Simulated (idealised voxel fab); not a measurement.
Process module under the name voxel trench capacitor
cross-section cut | 295 nm wide | cells 5 nm
Think of the cross-section as a grid of square cells. We describe it in bands, top to bottom, and each band covers one or more rows of those cells.
First you get the band's top height and its bottom height, in nm, and then the materials it's made of, left to right, with each width in nm. If you see a single material with "everywhere", that one covers the band edge to edge. "empty" is empty space.
A quick word on heights: they are counted from 0, and under that level the wafer as it came to us is one material throughout. The lowest band is different from the rest in having no bottom; it simply continues downward, written as in "0..down".
Read "30 to 40" as a graded width: first number on top, second number at the bottom, same change between each pair of neighbouring rows.
No cell of the cross-section changed in a step that is given as "everything unchanged".
"Unvented internal voids" specifies each empty space that is not open to the top and that occupies no fewer than 8 cells, using the form width x height at distance, the distance measured from the left edge and all three quantities in nm.
after a step's settings: what the simulator itself notes on the step
For masked steps, "overlay nm" on the step line gives how far right of plan the mask actually lay; a minus sign means it lay to the left.
-- So here's the lineup of process steps we planned
1,RECEIVE (material Si)
2,CONFORMAL_DEP (material SiN; thk nm 10)
3,DIRECTIONAL_DEP (material aC; thk nm 10)
4,PATTERN (tone open; mask id TRENCH; material resist; width nm 25; pitch nm 45; thk nm 30; overlay nm 0)
5,DIRECTIONAL_ETCH (etch materials aC; depth nm 10)
6,STRIP (etch materials resist)
7,DIRECTIONAL_ETCH (etch materials SiN; depth nm 10)
8,DIRECTIONAL_ETCH (etch materials Si; depth nm 30)
9,STRIP (etch materials aC)
10,CONFORMAL_DEP (material Al2O3; thk nm 5)
11,FILL_DEP (material polySi; thk nm 5)
12,CMP (height nm 10)
-- Cross-sectional view of the wafer in its as-received condition, corresponding to the state after step 1
0..down = Si everywhere
Unvented internal voids: none
-- The plan above was carried out on the starting structure above with one mistake, and this cross-section shows the wafer at the end of the module
10..0 = SiN=65; aC=5; polySi=15; aC=5; SiN=20; aC=5; polySi=15; aC=5; SiN=20; aC=5; polySi=15; aC=5; SiN=20; aC=5; polySi=15; aC=5; SiN=70
0..-25 = Si=65; aC=5; polySi=15; aC=5; Si=20; aC=5; polySi=15; aC=5; Si=20; aC=5; polySi=15; aC=5; Si=20; aC=5; polySi=15; aC=5; Si=70
-25..-30 = Si=65; aC=25; Si=20; aC=25; Si=20; aC=25; Si=20; aC=25; Si=70
-30..down = Si everywhere
Unvented internal voids: none
Heads up, the wafer didn't run the way we planned it: it should be noted that step 10 was executed with settings other than those planned, the operation and settings actually applied being CONFORMAL_DEP (material aC; thk nm 5)
